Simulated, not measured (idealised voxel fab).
The process module presented herein is designated voxel local oxidation.
The cross-section on display is named cut; it measures 255 nm wide, and its cells are 5 nm squares.
In this document a cross-section is written as a grid of square cells. It is given as a series of bands, listed from the top down, and a band is one or more rows of cells.
Quick guide to a band line: top height, bottom height (nm) up front; then every material left to right with its width in nm. Only one material and it's marked "full width"? Then it fills the band edge to edge. And "air" just means empty space.
It should be noted that heights are counted from 0, beneath which the wafer as supplied is of one material throughout, and that the lowest band possesses no lower boundary but continues downward, as written in "0 down".
The notation "30..40" denotes a width that varies across the rows of cells in the band, beginning at the first number in the top row, finishing at the second number in the bottom row, and changing by an identical amount from each row to the next.
"no alterations made" means the step left every cell of the cross-section as it was.
The label "Fully closed voids" introduces a list of the empty spaces, 8 cells or larger, that have no open way up to the top; each entry in it reads width x height at distance, where the distance is taken from the left edge and all three are stated in nm.
If you see something after the settings on a step's line, that's the simulator's own remark about that step.
The "overlay nm" setting may appear on a step's line; for a step that uses a mask, it gives how far to the right of its planned position the mask lay, and a negative value indicates the left.
**Set out below are the planned steps of the process**
1 RECEIVE [material Si]
2 CONFORMAL_DEP [material SiO2] [thk nm 5]
3 CONFORMAL_DEP [material SiN] [thk nm 10]
4 PATTERN [tone cover] [mask id ACTIVE] [material resist] [width nm 95] [pitch nm 120] [thk nm 20] [overlay nm 0]
5 DIRECTIONAL_ETCH [etch materials SiN] [depth nm 10]
6 STRIP [etch materials resist]
7 SELECTIVE_ETCH [etch materials SiO2] [depth nm 5]
8 OXIDIZE [depth nm 10]
9 STRIP [etch materials SiN]
**Cross-section of the incoming wafer, state after step 1**
* 0 down | Si full width
* Fully closed voids: none
**The cross-section shown corresponds to the wafer at the conclusion of the module. The initial structure and the process plan are those presented above; however, one mistake occurred in executing the plan**
* 15 to 5 | 20 nm air, then 95 nm SiN, then 25 nm air, then 95 nm SiN, then 20 nm air
* 5 to 0 | 25 nm air, then 85 nm SiO2, then 35 nm air, then 85 nm SiO2, then 25 nm air
* 0 to -10 | 35 nm SiO2, then 65 nm Si, then 55 nm SiO2, then 65 nm Si, then 35 nm SiO2
* -10 down | Si full width
* Fully closed voids: none
Short version of what went wrong: skipped: plan step 9 (never run)
